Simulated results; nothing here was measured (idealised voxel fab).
This is a process module. Its name is voxel ribs on slabs.
We display cut, a cross-section 140 nm in width whose square cells are each 5 nm.
Think of the cross-section as a grid of square cells. We describe it in bands, top to bottom, and each band covers one or more rows of those cells. Heads up on the band format: heights come first, top then bottom, in nm. After that it's the materials left to right, each with its width in nm. A single material flagged "throughout" fills the whole band edge to edge, and "blank" means there's empty space there. The level at which height equals 0 is the one under which the wafer, as it arrives, is entirely one material. No lower edge exists for the bottom band, which continues downward and is notated as in "0 down". A two-number width, for instance "30 to 40", indicates that the width is equal to the first number in the top row of the band and to the second number in the bottom row, and that it changes by a constant amount per row of cells. A step reported as "changes: none" is a step in which no cell of the cross-section changed. Closed empty spaces (no open way to the top) of 8 cells or more are what "Sealed voids" lists, each as width x height at distance from the left edge, nm for all three. On a step's line, text after the settings is the simulator commenting on that step. overlay nm: where the mask lay relative to plan, measured to the right, on steps with a mask; negatives go left.

[Steps planned for the process]
step 1: op RECEIVE | material Si
step 2: op DIRECTIONAL_DEP | material SiO2 | thk nm 30
step 3: op DIRECTIONAL_DEP | material polySi | thk nm 15
step 4: op MASKED_ETCH | tone cover | mask id RIB | width nm 30 | etch materials polySi | depth nm 5 | overlay nm 0
step 5: op PATTERN | tone cover | mask id SLAB | material resist | width nm 90 | thk nm 15 | overlay nm 0
step 6: op DIRECTIONAL_ETCH | etch materials polySi | depth nm 10
step 7: op STRIP | etch materials resist
step 8: op FILL_DEP | material SiO2 | thk nm 30
step 9: op CMP | height nm 65
step 10: op DIRECTIONAL_DEP | material W | thk nm 10
step 11: op PATTERN | tone cover | mask id HEATER | material resist | width nm 40 | thk nm 15 | overlay nm 0
step 12: op DIRECTIONAL_ETCH | etch materials W | depth nm 10
step 13: op STRIP | etch materials resist
step 14: op CONFORMAL_DEP | material SiO2 | thk nm 10

[First of two wafers, with the run carried out as planned]

[Received-state cross-section, reflecting completion of step 1]
	0 down | Si throughout
	Sealed voids: none

[Cross-section: wafer state after step 2]
	30 to 0 | SiO2 throughout
	No changes below 0.

[Cross-section: wafer state after step 3]
	45 to 30 | polySi throughout
	No changes below 30.

[Cross-section: wafer state after step 4]
	45 to 40 | blank (55), polySi (30), blank (55)
	No changes below 40.

[Cross-section: wafer state after step 5]
	60 to 45 | blank (25), resist (90), blank (25)
	45 to 40 | blank (25), resist (30), polySi (30), resist (30), blank (25)
	No changes below 40.

[Cross-section: wafer state after step 6]
	60 to 45 | blank (25), resist (90), blank (25)
	45 to 40 | blank (25), resist (30), polySi (30), resist (30), blank (25)
	40 to 30 | blank (25), polySi (90), blank (25)
	No changes below 30.

[Cross-section: wafer state after step 7]
	45 to 40 | blank (55), polySi (30), blank (55)
	No changes below 40.

[Cross-section: wafer state after step 8]
	75 to 45 | SiO2 throughout
	45 to 40 | SiO2 (55), polySi (30), SiO2 (55)
	40 to 30 | SiO2 (25), polySi (90), SiO2 (25)
	No changes below 30.

[Cross-section: wafer state after step 9]
	65 to 45 | SiO2 throughout
	No changes below 45.

[Cross-section: wafer state after step 10]
	75 to 65 | W throughout
	No changes below 65.

[Cross-section: wafer state after step 11]
	90 to 75 | blank (50), resist (40), blank (50)
	No changes below 75.

[Cross-section: wafer state after step 12]
	90 to 75 | blank (50), resist (40), blank (50)
	75 to 65 | blank (50), W (40), blank (50)
	No changes below 65.

[Cross-section: wafer state after step 13]
	75 to 65 | blank (50), W (40), blank (50)
	No changes below 65.

[Cross-section: wafer state after step 14]
	85 to 75 | blank (40), SiO2 (60), blank (40)
	75 to 65 | SiO2 (50), W (40), SiO2 (50)
	No changes below 65.

[Wafer two of two - same starting point, same process plan, one mistake in execution; matches wafer one up to and including step 3]

[Look at the second wafer in cross-section at the time step 4 ought to have finished]
	45 to 40 | blank (50), polySi (30), blank (60)
	No changes below 40.

[Look at the second wafer in cross-section at the time step 5 ought to have finished]
	60 to 45 | blank (25), resist (90), blank (25)
	45 to 40 | blank (25), resist (25), polySi (30), resist (35), blank (25)
	No changes below 40.

[Look at the second wafer in cross-section at the time step 6 ought to have finished]
	60 to 45 | blank (25), resist (90), blank (25)
	45 to 40 | blank (25), resist (25), polySi (30), resist (35), blank (25)
	40 to 30 | blank (25), polySi (90), blank (25)
	No changes below 30.

[Look at the second wafer in cross-section at the time step 7 ought to have finished]
	45 to 40 | blank (50), polySi (30), blank (60)
	No changes below 40.

[Look at the second wafer in cross-section at the time step 8 ought to have finished]
	75 to 45 | SiO2 throughout
	45 to 40 | SiO2 (50), polySi (30), SiO2 (60)
	40 to 30 | SiO2 (25), polySi (90), SiO2 (25)
	No changes below 30.

[Look at the second wafer in cross-section at the time step 9 ought to have finished]
	65 to 45 | SiO2 throughout
	No changes below 45.

[Look at the second wafer in cross-section at the time step 10 ought to have finished]
	75 to 65 | W throughout
	No changes below 65.

[Look at the second wafer in cross-section at the time step 11 ought to have finished]
	90 to 75 | blank (50), resist (40), blank (50)
	No changes below 75.

[Look at the second wafer in cross-section at the time step 12 ought to have finished]
	90 to 75 | blank (50), resist (40), blank (50)
	75 to 65 | blank (50), W (40), blank (50)
	No changes below 65.

[Look at the second wafer in cross-section at the time step 13 ought to have finished]
	75 to 65 | blank (50), W (40), blank (50)
	No changes below 65.

[Look at the second wafer in cross-section at the time step 14 ought to have finished]
	85 to 75 | blank (40), SiO2 (60), blank (40)
	75 to 65 | SiO2 (50), W (40), SiO2 (50)
	No changes below 65.
Plan not followed: step 4, actual vs plan mismatch, actual run op MASKED_ETCH | tone cover | mask id RIB | width nm 30 | etch materials polySi | depth nm 5 | overlay nm -5
The two final wafers agree on how many cells each material fills and disagree on which cells those are.
